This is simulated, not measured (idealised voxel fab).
Process module under the name voxel quadruple lines
It is cross-section cut that appears here, measuring 250 nm in width, its square cells being 5 nm in size.
Throughout this document, each cross-section is represented as a grid of square cells and is presented as a sequence of bands enumerated from the top downward, where a band comprises one or more rows of cells. Quick guide to a band line: top height, bottom height (nm) up front; then every material left to right with its width in nm. Only one material and it's marked "edge to edge"? Then it fills the band edge to edge. And "blank" just means empty space. Height datum 0, below which the as-received substrate wafer is one material. Lowest band open at the bottom, running downward: "0 down". A width given as "30..40" starts at the first number in the band's top row and ends at the second number in its bottom row, shifting by an equal amount at every step from row to row. Given "nothing changed" for a step, no cell of the cross-section differs between before and after that step. Closed empty spaces (no open way to the top) of 8 cells or more are what "Sealed cavities" lists, each as width x height at distance from the left edge, nm for all three. Past the settings on a step's line: simulator remark, on that step. The setting "overlay nm" may be written on the line of a step. When the step uses a mask, the value reports how far to the right of the planned place the mask lay, and a negative value reports that it lay to the left.

[The following list gives the planned process steps]
1. RECEIVE,material Si
2. CONFORMAL_DEP,material SiO2,thk nm 5
3. DIRECTIONAL_DEP,material W,thk nm 5
4. DIRECTIONAL_DEP,material polySi,thk nm 20
5. DIRECTIONAL_DEP,material aC,thk nm 25
6. PATTERN,tone cover,mask id MANDREL,material resist,width nm 30,pitch nm 80,thk nm 30,overlay nm 0
7. DIRECTIONAL_ETCH,etch materials aC,depth nm 25
8. STRIP,etch materials resist
9. CONFORMAL_DEP,material SiO2,thk nm 10
10. DIRECTIONAL_ETCH,etch materials SiO2,depth nm 10
11. STRIP,etch materials aC
12. DIRECTIONAL_ETCH,etch materials polySi,depth nm 20
13. STRIP,etch materials SiO2
14. CONFORMAL_DEP,material SiCN,thk nm 10
15. DIRECTIONAL_ETCH,etch materials SiCN,depth nm 10
16. STRIP,etch materials polySi
17. DIRECTIONAL_ETCH,etch materials W,depth nm 10
18. STRIP,etch materials SiCN
19. FILL_DEP,material lowk,thk nm 5
20. CMP,height nm 15
The plan shows the thk nm of step 3 as the first wafer had it; this setting differs between the wafers, which start out alike.

[Received condition of the first of several wafers, sectioned: post-step 1]
* 0 down = Si edge to edge
* Sealed cavities: none

[each wafer at the end: cells of each material gained (+) or lost (-) since it was received, then its closed voids]
thk nm 5 | +50 SiO2 | +16 W | +84 lowk | Sealed cavities: none
thk nm 10 | +50 SiO2 | +32 W | +68 lowk | Sealed cavities: none
thk nm 15 | +50 SiO2 | +66 W | +34 lowk | Sealed cavities: none
thk nm 20 | +50 SiO2 | +100 W | Sealed cavities: none
thk nm 25 | +50 SiO2 | +100 W | Sealed cavities: none
